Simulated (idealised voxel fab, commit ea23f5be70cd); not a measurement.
process module | voxel gate over fins
cross-section cut | 300 nm wide | cells 5 nm
A cross-section is a grid of square cells, given in bands from the top down. A band is one or more rows of cells.
Each band's line starts with the height of the band's top and of its bottom, in nm. Then come its materials from left to right, each with its width in nm. One material with "throughout" fills the band from edge to edge. "air" is empty space.
Height 0 is the level under which the wafer as received is all one material. The lowest band goes on downwards, as in "0 down".
A width such as "30 to 40" changes by the same amount from each row of cells to the next, from the band's top row to its bottom row.
"no change" after a step means that no cell of the cross-section changed.
closed voids: empty space of 8 cells or more with no open way to the top, each as width x height at its distance from the left edge, in nm
after a step's settings: what the simulator itself notes on the step
overlay nm, on a step with a mask: how far to the right of its planned place the mask lay; to the left if negative
plan
1 op RECEIVE | material Si
2 op CONFORMAL_DEP | material SiN | thk nm 5
3 op DIRECTIONAL_DEP | material aC | thk nm 10
4 op PATTERN | tone cover | mask id FINS | material resist | width nm 15 | pitch nm 50 | thk nm 25 | overlay nm 0
5 op DIRECTIONAL_ETCH | etch materials aC | depth nm 10
6 op STRIP | etch materials resist
7 op DIRECTIONAL_ETCH | etch materials SiN | depth nm 5
8 op DIRECTIONAL_ETCH | etch materials Si | depth nm 40
9 op STRIP | etch materials aC
10 op OXIDIZE | depth nm 5
11 op FILL_DEP | material SiO2 | thk nm 15
12 op CMP | height nm 5
13 op PATTERN | tone open | mask id RAIL | material resist | width nm 15 | thk nm 20 | overlay nm 0
14 op DIRECTIONAL_ETCH | etch materials SiO2 | depth nm 40
15 op STRIP | etch materials resist
16 op CONFORMAL_DEP | material TiN | thk nm 5
17 op FILL_DEP | material W | thk nm 5
18 op CMP | height nm 5
19 op SELECTIVE_ETCH | etch materials W Ru TiN | depth nm 30
20 op FILL_DEP | material SiO2 | thk nm 5
21 op CMP | height nm 5
22 op SELECTIVE_ETCH | etch materials SiO2 | depth nm 20
23 op STRIP | etch materials SiN
24 op CONFORMAL_DEP | material HfO2 | thk nm 5
25 op CONFORMAL_DEP | material TiN | thk nm 5
26 op CONFORMAL_DEP | material TiAl | thk nm 5
27 op CONFORMAL_DEP | material TiN | thk nm 5
28 op FILL_DEP | material W | thk nm 10
29 op CMP | height nm 25
30 op CONFORMAL_DEP | material SiCN | thk nm 5
as received, after step 1
  0 down: Si throughout
  closed voids: none
a wafer at the end: this start, this plan, one mistake
  30 to 25: SiCN throughout
  25 to 20: W throughout
  20 to 15: W 75 | TiN 45 | W 5 | TiN 45 | W 5 | TiN 45 | W 80
  15 to 10: W 75 | TiN 5 | TiAl 35 | TiN 5 | W 5 | TiN 5 | TiAl 35 | TiN 5 | W 5 | TiN 5 | TiAl 35 | TiN 5 | W 80
  10 to 5: W 75 | TiN 5 | TiAl 5 | TiN 25 | TiAl 5 | TiN 5 | W 5 | TiN 5 | TiAl 5 | TiN 25 | TiAl 5 | TiN 5 | W 5 | TiN 5 | TiAl 5 | TiN 25 | TiAl 5 | TiN 5 | W 80
  5 to 0: W 75 | TiN 5 | TiAl 5 | TiN 5 | HfO2 15 | TiN 5 | TiAl 5 | TiN 5 | W 5 | TiN 5 | TiAl 5 | TiN 5 | HfO2 15 | TiN 5 | TiAl 5 | TiN 5 | W 5 | TiN 5 | TiAl 5 | TiN 5 | HfO2 15 | TiN 5 | TiAl 5 | TiN 5 | W 80
  0 to -5: W 75 | TiN 5 | TiAl 5 | TiN 5 | HfO2 5 | Si 5 | HfO2 5 | TiN 5 | TiAl 5 | TiN 5 | W 5 | TiN 5 | TiAl 5 | TiN 5 | HfO2 5 | Si 5 | HfO2 5 | TiN 5 | TiAl 5 | TiN 5 | W 5 | TiN 5 | TiAl 5 | TiN 5 | HfO2 5 | Si 5 | HfO2 5 | TiN 5 | TiAl 5 | TiN 5 | W 80
  -5 to -10: TiN 80 | TiAl 5 | TiN 5 | HfO2 5 | Si 5 | HfO2 5 | TiN 5 | TiAl 5 | TiN 15 | TiAl 5 | TiN 5 | HfO2 5 | Si 5 | HfO2 5 | TiN 5 | TiAl 5 | TiN 15 | TiAl 5 | TiN 5 | HfO2 5 | Si 5 | HfO2 5 | TiN 5 | TiAl 5 | TiN 85
  -10 to -15: TiAl 85 | TiN 5 | HfO2 5 | Si 5 | HfO2 5 | TiN 5 | TiAl 25 | TiN 5 | HfO2 5 | Si 5 | HfO2 5 | TiN 5 | TiAl 25 | TiN 5 | HfO2 5 | Si 5 | HfO2 5 | TiN 5 | TiAl 90
  -15 to -20: TiN 90 | HfO2 5 | Si 5 | HfO2 5 | TiN 35 | HfO2 5 | Si 5 | HfO2 5 | TiN 35 | HfO2 5 | Si 5 | HfO2 5 | TiN 95
  -20 to -25: HfO2 95 | Si 5 | HfO2 45 | Si 5 | HfO2 45 | Si 5 | HfO2 100
  -25 to -30: SiO2 95 | Si 5 | SiO2 15 | TiN 5 | W 5 | TiN 5 | SiO2 15 | Si 5 | SiO2 45 | Si 5 | SiO2 100
  -30 to -35: SiO2 95 | Si 5 | SiO2 15 | TiN 15 | SiO2 15 | Si 5 | SiO2 45 | Si 5 | SiO2 100
  -35 to -45: SiO2 95 | Si 5 | SiO2 45 | Si 5 | SiO2 45 | Si 5 | SiO2 100
  -45 down: Si throughout
  closed voids: none
what went wrong: step 22 ran as: op SELECTIVE_ETCH | etch materials SiO2 | depth nm 30
